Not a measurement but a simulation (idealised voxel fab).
The process module presented herein is designated voxel double patterning.
It is cross-section cut that appears here, measuring 265 nm in width, its square cells being 5 nm in size.
The cross-sections in this document take the form of a grid made of square cells. They are written out as bands, in order from top to bottom. Each band consists of one or more rows of cells.
Top, bottom (nm), then materials left to right with widths (nm); lone material tagged "all across" fills the whole band edge to edge; "air" = empty space.
Basically, 0 is our baseline, since under it the wafer straight out of the box is all one material. The bottom band has no lower end and keeps on going down, so it looks like "z 0 and below".
Top row gets the first number, bottom row gets the second, and each row in between changes by the same step: that is how a band width like "30 to 40" works.
Step note "no alteration" = no cross-section cell changed.
Listed in "Listed closed voids": every empty space of 8 or more cells without an open way to the top. Form: width x height at distance, the distance being from the left edge, all in nm.
Formally, on a step line, whatever follows the settings is a remark that the simulator itself makes on the step.
overlay nm: mask right of planned place by this much (step with mask). Neg. = left.

[The following list gives the planned process steps]
1: RECEIVE with material Si
2: CONFORMAL_DEP with material SiO2, thk nm 5
3: DIRECTIONAL_DEP with material W, thk nm 20
4: DIRECTIONAL_DEP with material SiCN, thk nm 10
5: PATTERN with tone open, mask id FIRST, material resist, width nm 15, pitch nm 50, thk nm 15, overlay nm 0
6: DIRECTIONAL_ETCH with etch materials SiCN, depth nm 10
7: STRIP with etch materials resist
8: PATTERN with tone open, mask id SECOND, material resist, width nm 15, thk nm 15, overlay nm 0
9: DIRECTIONAL_ETCH with etch materials SiCN, depth nm 10
10: STRIP with etch materials resist
11: DIRECTIONAL_ETCH with etch materials W, depth nm 20
12: STRIP with etch materials SiCN

[Wafer cross-section on receipt, i.e. after step 1]
* z 0 and below: Si all across
* Listed closed voids: none

[Wafer cross-section at end of module: start and plan as shown above, one execution error]
* z 25 to 20: SiO2 all across
* z 20 to 0: W all across
* z 0 and below: Si all across
* Listed closed voids: none
Here's what went sideways: order of steps 2 and 3 inverted relative to the plan
